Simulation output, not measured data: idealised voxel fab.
The following process module bears the name voxel wiring stack.
It is cross-section cut that appears here, measuring 300 nm in width, its square cells being 5 nm in size.
In this document a cross-section is written as a grid of square cells. It is given as a series of bands, listed from the top down, and a band is one or more rows of cells. It is stipulated that each band's entry specify, in nanometres, the height of the top of the band and then that of its bottom, followed by the materials of the band in left-to-right sequence, each together with its width in nanometres. A single material marked by the word "edge to edge" is understood to fill the band from edge to edge; the word "air" is understood to denote empty space. All heights in this document are referenced to 0, defined as the level beneath which the wafer, as received, consists entirely of one material. The lowest band is not bounded below; it extends indefinitely downward and is written in the form "0 down". You'd read "30->40" like this: the band's top row of cells is as wide as the first number, its bottom row is as wide as the second, and going down, every row changes width by the same amount as the row before did. Step note "everything unchanged" = no cross-section cell changed. "Sealed internal voids" enumerates empty spaces isolated from the top, with no open way to it, that contain at least 8 cells, giving each as width x height at distance from the left edge, all three in nm. On a step's line, text after the settings is the simulator commenting on that step. On any step carrying a mask, the "overlay nm" setting, if present on the step's line, tells how far right of its planned place the mask lay; negative values point to the left.
SO HERE'S THE LINEUP OF PROCESS STEPS WE PLANNED
1,RECEIVE,material Si
2,CONFORMAL_DEP,material SiO2,thk nm 15
3,CONFORMAL_DEP,material SiN,thk nm 5
4,DIRECTIONAL_DEP,material lowk,thk nm 25
5,DIRECTIONAL_DEP,material aC,thk nm 10
6,PATTERN,tone open,mask id METAL_1,material resist,width nm 30,pitch nm 55,thk nm 30,overlay nm 0
7,DIRECTIONAL_ETCH,etch materials aC,depth nm 10
8,STRIP,etch materials resist
9,DIRECTIONAL_ETCH,etch materials lowk,depth nm 25
10,DIRECTIONAL_ETCH,etch materials SiN,depth nm 5
11,STRIP,etch materials aC
12,CONFORMAL_DEP,material TiN,thk nm 5
13,FILL_DEP,material Cu,thk nm 5
14,CMP,height nm 45
15,CONFORMAL_DEP,material SiCN,thk nm 5
16,DIRECTIONAL_DEP,material lowk,thk nm 15
17,MASKED_ETCH,tone open,mask id PLUG_1,width nm 15,pitch nm 55,etch materials lowk,depth nm 15,overlay nm 0
18,MASKED_ETCH,tone open,mask id PLUG_1,width nm 15,pitch nm 55,etch materials SiCN,depth nm 5,overlay nm 0
19,EPI,material Ru,thk nm 10
20,EPI,material Ru,thk nm 10
21,DIRECTIONAL_DEP,material TiN,thk nm 5
22,DIRECTIONAL_DEP,material Ru,thk nm 15
23,DIRECTIONAL_DEP,material aC,thk nm 15
24,PATTERN,tone cover,mask id METAL_2,material resist,width nm 30,pitch nm 55,thk nm 35,overlay nm 0
25,DIRECTIONAL_ETCH,etch materials aC,depth nm 15
26,STRIP,etch materials resist
27,DIRECTIONAL_ETCH,etch materials Ru,depth nm 15
28,DIRECTIONAL_ETCH,etch materials TiN,depth nm 5
29,STRIP,etch materials aC
30,CONFORMAL_DEP,material SiCN,thk nm 5
31,FILL_DEP,material SiO2,thk nm 5
32,CMP,height nm 85
33,CONFORMAL_DEP,material SiCN,thk nm 5
34,DIRECTIONAL_DEP,material SiO2,thk nm 20
35,PATTERN,tone open,mask id PLUG_2,material resist,width nm 15,pitch nm 55,thk nm 15,overlay nm 0
36,DIRECTIONAL_ETCH,etch materials SiO2,depth nm 20
37,DIRECTIONAL_ETCH,etch materials SiCN,depth nm 5
38,STRIP,etch materials resist
39,CONFORMAL_DEP,material TiN,thk nm 5
40,FILL_DEP,material Ru,thk nm 10
41,CMP,height nm 110
42,CONFORMAL_DEP,material SiCN,thk nm 5
43,DIRECTIONAL_DEP,material lowk,thk nm 20
44,PATTERN,tone open,mask id METAL_3,material resist,width nm 30,pitch nm 55,thk nm 15,overlay nm 0
45,DIRECTIONAL_ETCH,etch materials lowk,depth nm 20
46,DIRECTIONAL_ETCH,etch materials SiCN,depth nm 5
47,STRIP,etch materials resist
48,CONFORMAL_DEP,material TiN,thk nm 5
49,FILL_DEP,material Ru,thk nm 5
50,CMP,height nm 135
51,CONFORMAL_DEP,material SiCN,thk nm 5
52,DIRECTIONAL_DEP,material SiO2,thk nm 20
53,DIRECTIONAL_DEP,material aC,thk nm 10
54,PATTERN,tone open,mask id PLUG_3,material resist,width nm 15,pitch nm 55,thk nm 25,overlay nm 0
55,DIRECTIONAL_ETCH,etch materials aC,depth nm 10
56,STRIP,etch materials resist
57,DIRECTIONAL_ETCH,etch materials SiO2,depth nm 20
58,DIRECTIONAL_ETCH,etch materials SiCN,depth nm 5
59,STRIP,etch materials aC
60,CONFORMAL_DEP,material TiN,thk nm 5
61,FILL_DEP,material W,thk nm 5
62,CMP,height nm 160
63,CONFORMAL_DEP,material SiCN,thk nm 5
64,DIRECTIONAL_DEP,material SiO2,thk nm 15
65,MASKED_ETCH,tone open,mask id METAL_4,width nm 30,pitch nm 55,etch materials SiO2,depth nm 15,overlay nm 0
66,MASKED_ETCH,tone open,mask id METAL_4,width nm 30,pitch nm 55,etch materials SiCN,depth nm 5,overlay nm 0
67,CONFORMAL_DEP,material TiN,thk nm 5
68,FILL_DEP,material Ru,thk nm 5
69,CMP,height nm 180
70,EPI,material Ru,thk nm 5
71,FILL_DEP,material SiCN,thk nm 5
CROSS-SECTION OF THE WAFER AS IT CAME TO US, I.E., ALREADY THROUGH STEP 1
- 0 down | Si edge to edge
- Sealed internal voids: none
THE MODULE WAS RUN FROM THE START SHOWN ABOVE USING THE PLAN SHOWN ABOVE, BUT ONE MISTAKE WAS MADE DOING IT; THE RESULTING WAFER CROSS-SECTION IS BELOW
- 190 to 185 | SiCN edge to edge
- 185 to 180 | 75 of SiCN; 40 of Ru; 15 of SiCN; 40 of Ru; 15 of SiCN; 40 of Ru; 75 of SiCN
- 180 to 165 | 80 of SiO2; 5 of TiN; 20 of Ru; 5 of TiN; 25 of SiO2; 5 of TiN; 20 of Ru; 5 of TiN; 25 of SiO2; 5 of TiN; 20 of Ru; 5 of TiN; 80 of SiO2
- 165 to 160 | 80 of SiCN; 30 of TiN; 25 of SiCN; 30 of TiN; 25 of SiCN; 30 of TiN; 80 of SiCN
- 160 to 140 | 80 of SiO2; 5 of TiN; 5 of W; 5 of TiN; 40 of SiO2; 5 of TiN; 5 of W; 5 of TiN; 40 of SiO2; 5 of TiN; 5 of W; 5 of TiN; 95 of SiO2
- 140 to 135 | 80 of SiCN; 15 of TiN; 40 of SiCN; 15 of TiN; 40 of SiCN; 15 of TiN; 95 of SiCN
- 135 to 115 | 80 of lowk; 5 of TiN; 20 of Ru; 5 of TiN; 25 of lowk; 5 of TiN; 20 of Ru; 5 of TiN; 25 of lowk; 5 of TiN; 20 of Ru; 5 of TiN; 80 of lowk
- 115 to 110 | 80 of SiCN; 30 of TiN; 25 of SiCN; 30 of TiN; 25 of SiCN; 30 of TiN; 80 of SiCN
- 110 to 90 | 80 of SiO2; 5 of TiN; 5 of Ru; 5 of TiN; 40 of SiO2; 5 of TiN; 5 of Ru; 5 of TiN; 40 of SiO2; 5 of TiN; 5 of Ru; 5 of TiN; 95 of SiO2
- 90 to 85 | 80 of SiCN; 15 of TiN; 40 of SiCN; 15 of TiN; 40 of SiCN; 15 of TiN; 95 of SiCN
- 85 to 80 | 75 of SiO2; 5 of SiCN; 30 of Ru; 5 of SiCN; 15 of SiO2; 5 of SiCN; 30 of Ru; 5 of SiCN; 15 of SiO2; 5 of SiCN; 30 of Ru; 5 of SiCN; 75 of SiO2
- 80 to 75 | 65 of SiO2; 15 of SiCN; 25 of TiN; 5 of Ru; 5 of SiCN; 5 of SiO2; 15 of SiCN; 25 of TiN; 5 of Ru; 5 of SiCN; 5 of SiO2; 15 of SiCN; 25 of TiN; 5 of Ru; 5 of SiCN; 75 of SiO2
- 75 to 70 | 65 of SiO2; 5 of SiCN; 40 of Ru; 5 of SiCN; 5 of SiO2; 5 of SiCN; 40 of Ru; 5 of SiCN; 5 of SiO2; 5 of SiCN; 40 of Ru; 5 of SiCN; 75 of SiO2
- 70 to 65 | 70 of SiCN; 35 of Ru; 5 of TiN; 15 of SiCN; 35 of Ru; 5 of TiN; 15 of SiCN; 35 of Ru; 5 of TiN; 80 of SiCN
- 65 to 50 | 80 of lowk; 15 of Ru; 40 of lowk; 15 of Ru; 40 of lowk; 15 of Ru; 95 of lowk
- 50 to 45 | 80 of SiCN; 15 of Ru; 40 of SiCN; 15 of Ru; 40 of SiCN; 15 of Ru; 95 of SiCN
- 45 to 20 | 80 of lowk; 5 of TiN; 20 of Cu; 5 of TiN; 25 of lowk; 5 of TiN; 20 of Cu; 5 of TiN; 25 of lowk; 5 of TiN; 20 of Cu; 5 of TiN; 80 of lowk
- 20 to 15 | 80 of SiN; 30 of TiN; 25 of SiN; 30 of TiN; 25 of SiN; 30 of TiN; 80 of SiN
- 15 to 0 | SiO2 edge to edge
- 0 down | Si edge to edge
- Sealed internal voids: none
Plan not followed: one of the indistinguishable steps 19 and 20 was run twice, its identity unknown
